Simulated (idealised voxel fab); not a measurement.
The process module that follows is named voxel self aligned contacts.
FYI the section here is cut, 225 nm wide, cells are 5 nm squares.
For the purposes of this document, a cross-section shall be understood as a grid of square cells, specified as bands listed in top-to-bottom order, each band consisting of one or more rows of cells. This entry defines a band. It first specifies the height of the band's top and the height of its bottom in nm, and then specifies the band's materials from left to right, stating each material with its width in nm. The word "throughout" identifies a single material that fills the band from edge to edge, while the word "empty" identifies empty space. A quick word on heights: they are counted from 0, and under that level the wafer as it came to us is one material throughout. The lowest band is different from the rest in having no bottom; it simply continues downward, written as in "0 nm and below". Width: "30..40" (first number = top row, second number = bottom row, same change from row to row of cells). You'll sometimes find "no modifications" written for a step, and that's the way of saying that nowhere in the cross-section did a cell change during that step. Enclosed voids (no open way to top), threshold 8 cells or more, entry "Fully sealed voids", notation width x height at distance, distance from left edge, nm. Note: text after step settings on the step line = simulator remark on that step. Among the settings permitted on a step's line is "overlay nm"; applied to a step with a mask, it specifies the extent to which the mask lay to the right of its planned position, whereas a negative figure signifies a position to the left.
Intended process steps
1 RECEIVE: material Si
2 CONFORMAL_DEP: material SiO2, thk nm 5
3 DIRECTIONAL_DEP: material polySi, thk nm 30
4 DIRECTIONAL_DEP: material SiN, thk nm 15
5 DIRECTIONAL_DEP: material aC, thk nm 15
6 PATTERN: tone cover, mask id GATE, material resist, width nm 20, pitch nm 65, thk nm 35, overlay nm 0
7 DIRECTIONAL_ETCH: etch materials aC, depth nm 15
8 STRIP: etch materials resist
9 DIRECTIONAL_ETCH: etch materials SiN, depth nm 15
10 DIRECTIONAL_ETCH: etch materials polySi, depth nm 30
11 STRIP: etch materials aC
12 CONFORMAL_DEP: material SiN, thk nm 5
13 DIRECTIONAL_ETCH: etch materials SiN, depth nm 5
14 FILL_DEP: material SiO2, thk nm 15
15 CMP: height nm 55
16 MASKED_ETCH: tone open, mask id CONTACT, width nm 45, etch materials SiO2, depth nm 55, overlay nm 0
17 CONFORMAL_DEP: material TiN, thk nm 5
18 FILL_DEP: material W, thk nm 5
19 CMP: height nm 55
20 CONFORMAL_DEP: material SiN, thk nm 5
Wafers differ in width nm at step 6; plan lists the first wafer's value; identical starting state.
Cross-section: the first of several wafers in its as-received state, i.e. following step 1
- 0 nm and below = Si throughout
- Fully sealed voids: none
At the end of the module, after its last step, step 20, the first of several wafers appears in cross-section as follows
- 60 nm to 55 nm = SiN throughout
- 55 nm to 50 nm = 90 nm SiO2, 10 nm TiN, 25 nm W, 10 nm TiN, 90 nm SiO2
- 50 nm to 35 nm = 65 nm SiO2, 30 nm SiN, 5 nm TiN, 25 nm W, 5 nm TiN, 30 nm SiN, 65 nm SiO2
- 35 nm to 5 nm = 65 nm SiO2, 5 nm SiN, 20 nm polySi, 5 nm SiN, 5 nm TiN, 25 nm W, 5 nm TiN, 5 nm SiN, 20 nm polySi, 5 nm SiN, 65 nm SiO2
- 5 nm to 0 nm = 95 nm SiO2, 35 nm TiN, 95 nm SiO2
- 0 nm and below = Si throughout
- Fully sealed voids: none
Last wafer x-sec, end of module
- 60 nm to 55 nm = SiN throughout
- 55 nm to 50 nm = 90 nm SiO2, 45 nm TiN, 90 nm SiO2
- 50 nm to 35 nm = 55 nm SiO2, 55 nm SiN, 10 nm TiN, 55 nm SiN, 50 nm SiO2
- 35 nm to 5 nm = 55 nm SiO2, 5 nm SiN, 45 nm polySi, 5 nm SiN, 10 nm TiN, 5 nm SiN, 45 nm polySi, 5 nm SiN, 50 nm SiO2
- 5 nm to 0 nm = 110 nm SiO2, 10 nm TiN, 105 nm SiO2
- 0 nm and below = Si throughout
- Fully sealed voids: none
For your reference, the table is organized with a row per wafer; each row reflects the wafer at the end of the module, indicating for each material the cells gained (+) or lost (-) since receipt, and thereafter its closed voids
width nm 20; +105 SiN; +308 SiO2; +29 TiN; +50 W; +48 polySi; Fully sealed voids: none
width nm 25; +111 SiN; +300 SiO2; +29 TiN; +40 W; +60 polySi; Fully sealed voids: none
width nm 30; +117 SiN; +292 SiO2; +29 TiN; +30 W; +72 polySi; Fully sealed voids: none
width nm 35; +123 SiN; +284 SiO2; +29 TiN; +20 W; +84 polySi; Fully sealed voids: none
width nm 40; +129 SiN; +276 SiO2; +29 TiN; +10 W; +96 polySi; Fully sealed voids: none
width nm 45; +135 SiN; +268 SiO2; +29 TiN; +108 polySi; Fully sealed voids: none
